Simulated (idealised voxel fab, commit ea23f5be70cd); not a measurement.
The document below concerns the process module designated voxel double patterning.
Square cells of 5 nm make up the cross-section cut, whose width is 190 nm.
Cross-section format: a grid of square cells, given as bands from top to bottom; each band is one or more rows of cells.
A band entry consists of two parts. The first gives the height of the band's top and the height of its bottom, in nm. The rest lists the band's materials from left to right, each with its width in nm. A single material labelled with the word "full width" fills the band from edge to edge, and the word "blank" marks empty space.
It should be noted that heights are counted from 0, beneath which the wafer as supplied is of one material throughout, and that the lowest band possesses no lower boundary but continues downward, as written in "0 -> down".
Width: "30 to 40" (first number = top row, second number = bottom row, same change from row to row of cells).
You'll sometimes find "nothing altered" written for a step, and that's the way of saying that nowhere in the cross-section did a cell change during that step.
Look at "Enclosed voids" for the closed voids: empty spaces with no open path to the top, sized 8 cells or up. Each is width x height at distance, distance from the left edge, all nm.
On a step's line, text after the settings is the simulator commenting on that step.
For masked steps, "overlay nm" on the step line gives how far right of plan the mask actually lay; a minus sign means it lay to the left.
Each pair of cross-sections that follows straddles one process step: the one shows the state before the step, the other the state after it, down to the lowest band that changed and no further. The step in question, and its settings, are given under the pair. Note that a pair is not necessarily a continuation of the pair above it, since pairs can come from different runs of this module on the same starting wafer; it is a continuation only where its entry headed "Pre-step" says so.
Pre-step:
55 -> 40: resist 90 nm  blank 15 nm  resist 85 nm
40 -> 30: aC 60 nm  resist 15 nm  aC 15 nm  blank 15 nm  aC 5 nm  resist 15 nm  aC 65 nm
30 -> 25: aC 90 nm  blank 15 nm  aC 85 nm
25 -> 15: SiN 60 nm  aC 15 nm  SiN 35 nm  aC 15 nm  SiN 65 nm
15 -> 5: TiN full width
5 -> 0: SiO2 full width
0 -> down: Si full width
Enclosed voids: none
Post-Step Cross-Section:
40 -> 30: aC 60 nm  blank 15 nm  aC 15 nm  blank 15 nm  aC 5 nm  blank 15 nm  aC 65 nm
No changes below 30.
Enclosed voids: none
The before and after cross-sections above are linked by STRIP with etch materials resist
Pre-step: The initial state for this step is given by the after cross-section of the immediately preceding pair.
Post-Step Cross-Section:
40 -> 30: aC 60 nm  blank 15 nm  aC 15 nm  blank 15 nm  aC 5 nm  blank 15 nm  aC 65 nm
30 -> 25: aC 90 nm  blank 15 nm  aC 85 nm
25 -> 15: SiN 60 nm  aC 15 nm  SiN 15 nm  blank 15 nm  SiN 5 nm  aC 15 nm  SiN 65 nm
No changes below 15.
Enclosed voids: none
The before and after cross-sections above are linked by DIRECTIONAL_ETCH with etch materials SiN, depth nm 10
Pre-step: The initial state for this step is given by the after cross-section of the immediately preceding pair.
Post-Step Cross-Section:
25 -> 15: SiN 60 nm  blank 15 nm  SiN 15 nm  blank 15 nm  SiN 5 nm  blank 15 nm  SiN 65 nm
No changes below 15.
Enclosed voids: none
The before and after cross-sections above are linked by STRIP with etch materials aC
Pre-step: The initial state for this step is given by the after cross-section of the immediately preceding pair.
Post-Step Cross-Section:
25 -> 15: SiN 60 nm  blank 15 nm  SiN 15 nm  blank 15 nm  SiN 5 nm  blank 15 nm  SiN 65 nm
15 -> 5: TiN 60 nm  blank 15 nm  TiN 15 nm  blank 15 nm  TiN 5 nm  blank 15 nm  TiN 65 nm
No changes below 5.
Enclosed voids: none
The before and after cross-sections above are linked by DIRECTIONAL_ETCH with etch materials TiN, depth nm 10
Pre-step: The initial state for this step is given by the after cross-section of the immediately preceding pair.
Post-Step Cross-Section:
15 -> 5: TiN 60 nm  blank 15 nm  TiN 15 nm  blank 15 nm  TiN 5 nm  blank 15 nm  TiN 65 nm
No changes below 5.
Enclosed voids: none
The before and after cross-sections above are linked by STRIP with etch materials SiN
Pre-step:
25 -> 15: SiN 60 nm  blank 15 nm  SiN 35 nm  blank 15 nm  SiN 65 nm
15 -> 5: TiN full width
5 -> 0: SiO2 full width
0 -> down: Si full width
Enclosed voids: none
Post-Step Cross-Section:
40 -> 30: TiN 60 nm  blank 15 nm  TiN 35 nm  blank 15 nm  TiN 65 nm
30 -> 25: TiN full width
25 -> 15: SiN 60 nm  TiN 15 nm  SiN 35 nm  TiN 15 nm  SiN 65 nm
No changes below 15.
Enclosed voids: none
The before and after cross-sections above are linked by DIRECTIONAL_DEP with material TiN, thk nm 15
Pre-step: The initial state for this step is given by the after cross-section of the immediately preceding pair.
Post-Step Cross-Section:
70 -> 40: resist 85 nm  blank 15 nm  resist 90 nm
40 -> 30: TiN 60 nm  resist 15 nm  TiN 35 nm  resist 15 nm  TiN 65 nm
No changes below 30.
Enclosed voids: none
The before and after cross-sections above are linked by PATTERN with tone open, mask id SECOND, material resist, width nm 15, thk nm 30, overlay nm 0
Pre-step: The initial state for this step is given by the after cross-section of the immediately preceding pair.
Post-Step Cross-Section:
55 -> 40: resist 85 nm  blank 15 nm  resist 90 nm
No changes below 40.
Enclosed voids: none
The before and after cross-sections above are linked by DIRECTIONAL_ETCH with etch materials aC, depth nm 15
Pre-step: The initial state for this step is given by the after cross-section of the immediately preceding pair.
Post-Step Cross-Section:
40 -> 30: TiN 60 nm  blank 15 nm  TiN 35 nm  blank 15 nm  TiN 65 nm
No changes below 30.
Enclosed voids: none
The before and after cross-sections above are linked by STRIP with etch materials resist
Pre-step: The initial state for this step is given by the after cross-section of the immediately preceding pair.
Post-Step Cross-Section:
30 -> 25: TiN 60 nm  blank 15 nm  TiN 35 nm  blank 15 nm  TiN 65 nm
25 -> 20: SiN 60 nm  blank 15 nm  SiN 35 nm  blank 15 nm  SiN 65 nm
No changes below 20.
Enclosed voids: none
The before and after cross-sections above are linked by DIRECTIONAL_ETCH with etch materials TiN, depth nm 10
Pre-step: The initial state for this step is given by the after cross-section of the immediately preceding pair.
Post-Step Cross-Section:
20 -> 15: blank 60 nm  TiN 15 nm  blank 35 nm  TiN 15 nm  blank 65 nm
No changes below 15.
Enclosed voids: none
The before and after cross-sections above are linked by STRIP with etch materials SiN
Pre-step:
40 -> 25: aC full width
25 -> 15: SiN full width
15 -> 5: TiN full width
5 -> 0: SiO2 full width
0 -> down: Si full width
Enclosed voids: none
Post-Step Cross-Section:
70 -> 40: blank 60 nm  resist 15 nm  blank 35 nm  resist 15 nm  blank 65 nm
No changes below 40.
Enclosed voids: none
The before and after cross-sections above are linked by PATTERN with tone cover, mask id FIRST, material resist, width nm 15, pitch nm 50, thk nm 30, overlay nm 0
Pre-step: The initial state for this step is given by the after cross-section of the immediately preceding pair.
Post-Step Cross-Section:
55 -> 40: blank 60 nm  resist 15 nm  blank 35 nm  resist 15 nm  blank 65 nm
40 -> 25: blank 60 nm  aC 15 nm  blank 35 nm  aC 15 nm  blank 65 nm
No changes below 25.
Enclosed voids: none
The before and after cross-sections above are linked by DIRECTIONAL_ETCH with etch materials aC, depth nm 15
Pre-step: The initial state for this step is given by the after cross-section of the immediately preceding pair.
Post-Step Cross-Section:
40 -> 25: blank 60 nm  aC 15 nm  blank 35 nm  aC 15 nm  blank 65 nm
No changes below 25.
Enclosed voids: none
The before and after cross-sections above are linked by STRIP with etch materials resist
Pre-step: The initial state for this step is given by the after cross-section of the immediately preceding pair.
Post-Step Cross-Section:
40 -> 25: blank 60 nm  aC 15 nm  blank 35 nm  aC 15 nm  blank 65 nm
25 -> 15: blank 60 nm  SiN 15 nm  blank 35 nm  SiN 15 nm  blank 65 nm
No changes below 15.
Enclosed voids: none
The before and after cross-sections above are linked by DIRECTIONAL_ETCH with etch materials SiN, depth nm 10
Pre-step: The initial state for this step is given by the after cross-section of the immediately preceding pair.
Post-Step Cross-Section:
25 -> 15: blank 60 nm  SiN 15 nm  blank 35 nm  SiN 15 nm  blank 65 nm
No changes below 15.
Enclosed voids: none
The before and after cross-sections above are linked by STRIP with etch materials aC
Pre-step: The initial state for this step is given by the after cross-section of the immediately preceding pair.
Post-Step Cross-Section:
40 -> 30: blank 60 nm  aC 15 nm  blank 35 nm  aC 15 nm  blank 65 nm
30 -> 25: aC full width
25 -> 15: aC 60 nm  SiN 15 nm  aC 35 nm  SiN 15 nm  aC 65 nm
No changes below 15.
Enclosed voids: none
The before and after cross-sections above are linked by DIRECTIONAL_DEP with material aC, thk nm 15
Pre-step: The initial state for this step is given by the after cross-section of the immediately preceding pair.
Post-Step Cross-Section:
70 -> 40: resist 85 nm  blank 15 nm  resist 90 nm
40 -> 30: resist 60 nm  aC 15 nm  resist 10 nm  blank 15 nm  resist 10 nm  aC 15 nm  resist 65 nm
No changes below 30.
Enclosed voids: none
The before and after cross-sections above are linked by PATTERN with tone open, mask id SECOND, material resist, width nm 15, thk nm 30, overlay nm 0
Pre-step: The initial state for this step is given by the after cross-section of the immediately preceding pair.
Post-Step Cross-Section:
55 -> 40: resist 85 nm  blank 15 nm  resist 90 nm
40 -> 30: resist 60 nm  aC 15 nm  resist 10 nm  blank 15 nm  resist 10 nm  aC 15 nm  resist 65 nm
30 -> 25: aC 85 nm  blank 15 nm  aC 90 nm
25 -> 15: aC 60 nm  SiN 15 nm  aC 10 nm  blank 15 nm  aC 10 nm  SiN 15 nm  aC 65 nm
No changes below 15.
Enclosed voids: none
The before and after cross-sections above are linked by DIRECTIONAL_ETCH with etch materials aC, depth nm 15
Pre-step: The initial state for this step is given by the after cross-section of the immediately preceding pair.
Post-Step Cross-Section:
40 -> 30: blank 60 nm  aC 15 nm  blank 35 nm  aC 15 nm  blank 65 nm
No changes below 30.
Enclosed voids: none
The before and after cross-sections above are linked by STRIP with etch materials resist
Pre-step: The initial state for this step is given by the after cross-section of the immediately preceding pair.
Post-Step Cross-Section:
25 -> 15: blank 60 nm  SiN 15 nm  blank 35 nm  SiN 15 nm  blank 65 nm
No changes below 15.
Enclosed voids: none
The before and after cross-sections above are linked by STRIP with etch materials aC
Pre-step: The initial state for this step is given by the after cross-section of the immediately preceding pair.
Post-Step Cross-Section:
25 -> 15: blank 60 nm  SiN 15 nm  blank 35 nm  SiN 15 nm  blank 65 nm
15 -> 5: blank 60 nm  TiN 15 nm  blank 35 nm  TiN 15 nm  blank 65 nm
No changes below 5.
Enclosed voids: none
The before and after cross-sections above are linked by DIRECTIONAL_ETCH with etch materials TiN, depth nm 10
Pre-step: The initial state for this step is given by the after cross-section of the immediately preceding pair.
Post-Step Cross-Section:
15 -> 5: blank 60 nm  TiN 15 nm  blank 35 nm  TiN 15 nm  blank 65 nm
No changes below 5.
Enclosed voids: none
The before and after cross-sections above are linked by STRIP with etch materials SiN
